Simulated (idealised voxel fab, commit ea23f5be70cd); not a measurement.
process module | voxel ribs on slabs
cross-section cut | 180 nm wide | cells 5 nm
A cross-section is a grid of square cells, given in bands from the top down. A band is one or more rows of cells.
Each band's line starts with the height of the band's top and of its bottom, in nm. Then come its materials from left to right, each with its width in nm. One material with "throughout" fills the band from edge to edge. "air" is empty space.
Height 0 is the level under which the wafer as received is all one material. The lowest band goes on downwards, as in "0 down".
A width such as "30 to 40" changes by the same amount from each row of cells to the next, from the band's top row to its bottom row.
"no change" after a step means that no cell of the cross-section changed.
closed voids: empty space of 8 cells or more with no open way to the top, each as width x height at its distance from the left edge, in nm
after a step's settings: what the simulator itself notes on the step
overlay nm, on a step with a mask: how far to the right of its planned place the mask lay; to the left if negative
plan
1 op RECEIVE | material Si
2 op DIRECTIONAL_DEP | material SiO2 | thk nm 30
3 op DIRECTIONAL_DEP | material SiN | thk nm 20
4 op DIRECTIONAL_DEP | material aC | thk nm 15
5 op PATTERN | tone cover | mask id RIB | material resist | width nm 25 | thk nm 30 | overlay nm 0
6 op DIRECTIONAL_ETCH | etch materials aC | depth nm 15
7 op STRIP | etch materials resist
8 op DIRECTIONAL_ETCH | etch materials SiN | depth nm 10
9 op STRIP | etch materials aC
10 op DIRECTIONAL_DEP | material aC | thk nm 15
11 op PATTERN | tone cover | mask id SLAB | material resist | width nm 75 | thk nm 30 | overlay nm 0
12 op DIRECTIONAL_ETCH | etch materials aC | depth nm 15
13 op STRIP | etch materials resist
14 op DIRECTIONAL_ETCH | etch materials SiN | depth nm 10
15 op STRIP | etch materials aC
16 op FILL_DEP | material SiO2 | thk nm 25
17 op CMP | height nm 65
18 op DIRECTIONAL_DEP | material W | thk nm 5
19 op PATTERN | tone cover | mask id HEATER | material resist | width nm 35 | thk nm 15 | overlay nm 0
20 op DIRECTIONAL_ETCH | etch materials W | depth nm 5
21 op STRIP | etch materials resist
22 op CONFORMAL_DEP | material SiO2 | thk nm 10
as received, after step 1
  0 down: Si throughout
  closed voids: none
first wafer at the end, as planned
  80 to 75: air 60 | SiO2 55 | air 65
  75 to 70: SiO2 throughout
  70 to 65: SiO2 70 | W 35 | SiO2 75
  65 to 50: SiO2 throughout
  50 to 40: SiO2 75 | SiN 25 | SiO2 80
  40 to 30: SiO2 50 | SiN 75 | SiO2 55
  30 to 0: SiO2 throughout
  0 down: Si throughout
  closed voids: none
second wafer at the end: like start, like plan, one mistake
  80 to 50: SiO2 throughout
  50 to 40: SiO2 75 | SiN 25 | SiO2 80
  40 to 30: SiO2 50 | SiN 75 | SiO2 55
  30 to 0: SiO2 throughout
  0 down: Si throughout
  closed voids: none
what went wrong: step 18 ran as: op DIRECTIONAL_DEP | material SiO2 | thk nm 5
at the end the second wafer has, in cells: 32 more of SiO2 | 7 fewer of W
